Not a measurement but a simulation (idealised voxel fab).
The name of this process module is voxel gate over fins.
Square cell edge 5 nm, section width 235 nm, ID cut.
If you're reading a cross-section in this doc, picture square cells in a grid; it comes to you as bands, top ones listed first down to the bottom, and a band can be one or more rows of cells. What a band's entry tells you: where the top is and where the bottom is, as heights in nm, and after that what lies inside, material by material from left to right, each with its width in nm. Empty space is written as the word "blank", and a single material marked with the word "throughout" occupies the band from edge to edge. Below 0: as-received wafer, all one material; heights counted from there. Lowest band: no bottom, goes on down, written "0..down". When a width is written as two numbers, as in "30->40", the first number is the width in the top row of cells of the band and the second is the width in its bottom row, and the width changes by the same amount from each row to the next. Key: "no modification" - step with no changed cell in the cross-section. Under "Closed void listing" you'll find the enclosed gaps, the ones with no way out to the top, that are 8 cells or bigger; each reads width x height at distance, with distance counted from the left edge, everything in nm. Anything after a step's settings on that line? It's the simulator's own note about the step. overlay nm, on a step with a mask: how far to the right of its planned place the mask lay; to the left if negative.

Planned step list for the process
| 1 | RECEIVE: material Si |
| 2 | CONFORMAL_DEP: material SiN, thk nm 5 |
| 3 | MASKED_ETCH: tone cover, mask id FINS, width nm 15, pitch nm 55, etch materials SiN, depth nm 5, overlay nm 0 |
| 4 | MASKED_ETCH: tone cover, mask id FINS, width nm 15, pitch nm 55, etch materials Si, depth nm 40, overlay nm 0 |
| 5 | OXIDIZE: depth nm 5 |
| 6 | FILL_DEP: material SiO2, thk nm 5 |
| 7 | CMP: height nm 5 |
| 8 | MASKED_ETCH: tone open, mask id RAIL, width nm 15, etch materials SiO2, depth nm 40, overlay nm 0 |
| 9 | CONFORMAL_DEP: material TiN, thk nm 5 |
| 10 | FILL_DEP: material W, thk nm 5 |
| 11 | CMP: height nm 5 |
| 12 | SELECTIVE_ETCH: etch materials W Ru TiN, depth nm 25 |
| 13 | FILL_DEP: material SiO2, thk nm 5 |
| 14 | CMP: height nm 5 |
| 15 | SELECTIVE_ETCH: etch materials SiO2, depth nm 15 |
| 16 | STRIP: etch materials SiN |
| 17 | CONFORMAL_DEP: material HfO2, thk nm 5 |
| 18 | CONFORMAL_DEP: material TiN, thk nm 5 |
| 19 | CONFORMAL_DEP: material TiAl, thk nm 5 |
| 20 | CONFORMAL_DEP: material TiN, thk nm 5 |
| 21 | FILL_DEP: material W, thk nm 10 |
| 22 | CMP: height nm 25 |
| 23 | CONFORMAL_DEP: material SiN, thk nm 10 |

Run as planned: first of two wafers

Wafer at receipt (post step 1), cross-section
> 0..down | Si throughout
> Closed void listing: none

The wafer, seen in cross-section, after step 2
> 5..0 | SiN throughout
> Nothing below the height 0 has changed.

The wafer, seen in cross-section, after step 3
> 5..0 | blank=55  SiN=15  blank=40  SiN=15  blank=40  SiN=15  blank=55
> Nothing below the height 0 has changed.

The wafer, seen in cross-section, after step 4
> 5..0 | blank=55  SiN=15  blank=40  SiN=15  blank=40  SiN=15  blank=55
> 0..-40 | blank=55  Si=15  blank=40  Si=15  blank=40  Si=15  blank=55
> Nothing below the height -40 has changed.

The wafer, seen in cross-section, after step 5
> 5..0 | blank=55  SiN=15  blank=40  SiN=15  blank=40  SiN=15  blank=55
> 0..-40 | blank=55  SiO2=5  Si=5  SiO2=5  blank=40  SiO2=5  Si=5  SiO2=5  blank=40  SiO2=5  Si=5  SiO2=5  blank=55
> -40..-45 | SiO2=60  Si=5  SiO2=50  Si=5  SiO2=50  Si=5  SiO2=60
> Nothing below the height -45 has changed.

The wafer, seen in cross-section, after step 6
> 10..5 | SiO2 throughout
> 5..0 | SiO2=55  SiN=15  SiO2=40  SiN=15  SiO2=40  SiN=15  SiO2=55
> 0..-45 | SiO2=60  Si=5  SiO2=50  Si=5  SiO2=50  Si=5  SiO2=60
> Nothing below the height -45 has changed.

The wafer, seen in cross-section, after step 7
> 5..0 | SiO2=55  SiN=15  SiO2=40  SiN=15  SiO2=40  SiN=15  SiO2=55
> Nothing below the height 0 has changed.

The wafer, seen in cross-section, after step 8
> 5..0 | SiO2=55  SiN=15  SiO2=10  blank=15  SiO2=15  SiN=15  SiO2=40  SiN=15  SiO2=55
> 0..-35 | SiO2=60  Si=5  SiO2=15  blank=15  SiO2=20  Si=5  SiO2=50  Si=5  SiO2=60
> Nothing below the height -35 has changed.

The wafer, seen in cross-section, after step 9
> 10..5 | TiN=85  blank=5  TiN=145
> 5..0 | SiO2=55  SiN=15  SiO2=10  TiN=5  blank=5  TiN=5  SiO2=15  SiN=15  SiO2=40  SiN=15  SiO2=55
> 0..-30 | SiO2=60  Si=5  SiO2=15  TiN=5  blank=5  TiN=5  SiO2=20  Si=5  SiO2=50  Si=5  SiO2=60
> -30..-35 | SiO2=60  Si=5  SiO2=15  TiN=15  SiO2=20  Si=5  SiO2=50  Si=5  SiO2=60
> Nothing below the height -35 has changed.

The wafer, seen in cross-section, after step 10
> 15..10 | W throughout
> 10..5 | TiN=85  W=5  TiN=145
> 5..0 | SiO2=55  SiN=15  SiO2=10  TiN=5  W=5  TiN=5  SiO2=15  SiN=15  SiO2=40  SiN=15  SiO2=55
> 0..-30 | SiO2=60  Si=5  SiO2=15  TiN=5  W=5  TiN=5  SiO2=20  Si=5  SiO2=50  Si=5  SiO2=60
> Nothing below the height -30 has changed.

The wafer, seen in cross-section, after step 11
> 5..0 | SiO2=55  SiN=15  SiO2=10  TiN=5  W=5  TiN=5  SiO2=15  SiN=15  SiO2=40  SiN=15  SiO2=55
> Nothing below the height 0 has changed.

The wafer, seen in cross-section, after step 12
> 5..0 | SiO2=55  SiN=15  SiO2=10  blank=15  SiO2=15  SiN=15  SiO2=40  SiN=15  SiO2=55
> 0..-20 | SiO2=60  Si=5  SiO2=15  blank=15  SiO2=20  Si=5  SiO2=50  Si=5  SiO2=60
> Nothing below the height -20 has changed.

The wafer, seen in cross-section, after step 13
> 10..5 | SiO2 throughout
> 5..0 | SiO2=55  SiN=15  SiO2=40  SiN=15  SiO2=40  SiN=15  SiO2=55
> 0..-20 | SiO2=60  Si=5  SiO2=50  Si=5  SiO2=50  Si=5  SiO2=60
> Nothing below the height -20 has changed.

The wafer, seen in cross-section, after step 14
> 5..0 | SiO2=55  SiN=15  SiO2=40  SiN=15  SiO2=40  SiN=15  SiO2=55
> Nothing below the height 0 has changed.

The wafer, seen in cross-section, after step 15
> 5..0 | blank=55  SiN=15  blank=40  SiN=15  blank=40  SiN=15  blank=55
> 0..-10 | blank=60  Si=5  blank=50  Si=5  blank=50  Si=5  blank=60
> Nothing below the height -10 has changed.

The wafer, seen in cross-section, after step 16
> 0..-10 | blank=60  Si=5  blank=50  Si=5  blank=50  Si=5  blank=60
> Nothing below the height -10 has changed.

The wafer, seen in cross-section, after step 17
> 5..0 | blank=55  HfO2=15  blank=40  HfO2=15  blank=40  HfO2=15  blank=55
> 0..-5 | blank=55  HfO2=5  Si=5  HfO2=5  blank=40  HfO2=5  Si=5  HfO2=5  blank=40  HfO2=5  Si=5  HfO2=5  blank=55
> -5..-10 | HfO2=60  Si=5  HfO2=50  Si=5  HfO2=50  Si=5  HfO2=60
> Nothing below the height -10 has changed.

The wafer, seen in cross-section, after step 18
> 10..5 | blank=50  TiN=25  blank=30  TiN=25  blank=30  TiN=25  blank=50
> 5..0 | blank=50  TiN=5  HfO2=15  TiN=5  blank=30  TiN=5  HfO2=15  TiN=5  blank=30  TiN=5  HfO2=15  TiN=5  blank=50
> 0..-5 | TiN=55  HfO2=5  Si=5  HfO2=5  TiN=40  HfO2=5  Si=5  HfO2=5  TiN=40  HfO2=5  Si=5  HfO2=5  TiN=55
> Nothing below the height -5 has changed.

The wafer, seen in cross-section, after step 19
> 15..10 | blank=45  TiAl=35  blank=20  TiAl=35  blank=20  TiAl=35  blank=45
> 10..5 | blank=45  TiAl=5  TiN=25  TiAl=5  blank=20  TiAl=5  TiN=25  TiAl=5  blank=20  TiAl=5  TiN=25  TiAl=5  blank=45
> 5..0 | TiAl=50  TiN=5  HfO2=15  TiN=5  TiAl=30  TiN=5  HfO2=15  TiN=5  TiAl=30  TiN=5  HfO2=15  TiN=5  TiAl=50
> Nothing below the height 0 has changed.

The wafer, seen in cross-section, after step 20
> 20..15 | blank=40  TiN=45  blank=10  TiN=45  blank=10  TiN=45  blank=40
> 15..10 | blank=40  TiN=5  TiAl=35  TiN=5  blank=10  TiN=5  TiAl=35  TiN=5  blank=10  TiN=5  TiAl=35  TiN=5  blank=40
> 10..5 | TiN=45  TiAl=5  TiN=25  TiAl=5  TiN=20  TiAl=5  TiN=25  TiAl=5  TiN=20  TiAl=5  TiN=25  TiAl=5  TiN=45
> Nothing below the height 5 has changed.

The wafer, seen in cross-section, after step 21
> 30..20 | W throughout
> 20..15 | W=40  TiN=45  W=10  TiN=45  W=10  TiN=45  W=40
> 15..10 | W=40  TiN=5  TiAl=35  TiN=5  W=10  TiN=5  TiAl=35  TiN=5  W=10  TiN=5  TiAl=35  TiN=5  W=40
> Nothing below the height 10 has changed.

The wafer, seen in cross-section, after step 22
> 25..20 | W throughout
> Nothing below the height 20 has changed.

The wafer, seen in cross-section, after step 23
> 35..25 | SiN throughout
> Nothing below the height 25 has changed.

Second wafer, same starting state and plan as the first, one mistake in the run, identical through step 16

Cross-sectional view of the second wafer at the intended end time of process step 17
> 5..0 | blank=55  TiN=15  blank=40  TiN=15  blank=40  TiN=15  blank=55
> 0..-5 | blank=55  TiN=5  Si=5  TiN=5  blank=40  TiN=5  Si=5  TiN=5  blank=40  TiN=5  Si=5  TiN=5  blank=55
> -5..-10 | TiN=60  Si=5  TiN=50  Si=5  TiN=50  Si=5  TiN=60
> Nothing below the height -10 has changed.

Cross-sectional view of the second wafer at the intended end time of process step 18
> 10..5 | blank=50  HfO2=25  blank=30  HfO2=25  blank=30  HfO2=25  blank=50
> 5..0 | blank=50  HfO2=5  TiN=15  HfO2=5  blank=30  HfO2=5  TiN=15  HfO2=5  blank=30  HfO2=5  TiN=15  HfO2=5  blank=50
> 0..-5 | HfO2=55  TiN=5  Si=5  TiN=5  HfO2=40  TiN=5  Si=5  TiN=5  HfO2=40  TiN=5  Si=5  TiN=5  HfO2=55
> Nothing below the height -5 has changed.

Cross-sectional view of the second wafer at the intended end time of process step 19
> 15..10 | blank=45  TiAl=35  blank=20  TiAl=35  blank=20  TiAl=35  blank=45
> 10..5 | blank=45  TiAl=5  HfO2=25  TiAl=5  blank=20  TiAl=5  HfO2=25  TiAl=5  blank=20  TiAl=5  HfO2=25  TiAl=5  blank=45
> 5..0 | TiAl=50  HfO2=5  TiN=15  HfO2=5  TiAl=30  HfO2=5  TiN=15  HfO2=5  TiAl=30  HfO2=5  TiN=15  HfO2=5  TiAl=50
> Nothing below the height 0 has changed.

Cross-sectional view of the second wafer at the intended end time of process step 20
> 20..15 | blank=40  TiN=45  blank=10  TiN=45  blank=10  TiN=45  blank=40
> 15..10 | blank=40  TiN=5  TiAl=35  TiN=5  blank=10  TiN=5  TiAl=35  TiN=5  blank=10  TiN=5  TiAl=35  TiN=5  blank=40
> 10..5 | TiN=45  TiAl=5  HfO2=25  TiAl=5  TiN=20  TiAl=5  HfO2=25  TiAl=5  TiN=20  TiAl=5  HfO2=25  TiAl=5  TiN=45
> Nothing below the height 5 has changed.

Cross-sectional view of the second wafer at the intended end time of process step 21
> 30..20 | W throughout
> 20..15 | W=40  TiN=45  W=10  TiN=45  W=10  TiN=45  W=40
> 15..10 | W=40  TiN=5  TiAl=35  TiN=5  W=10  TiN=5  TiAl=35  TiN=5  W=10  TiN=5  TiAl=35  TiN=5  W=40
> Nothing below the height 10 has changed.

Cross-sectional view of the second wafer at the intended end time of process step 22
> 25..20 | W throughout
> Nothing below the height 20 has changed.

Cross-sectional view of the second wafer at the intended end time of process step 23
> 35..25 | SiN throughout
> Nothing below the height 25 has changed.
In executing the process, a mistake was made relative to the plan: sequence error: steps 17 and 18 interchanged
When the process is done, the second wafer contains the same cell count of every material as the first wafer, but distributed over other locations.
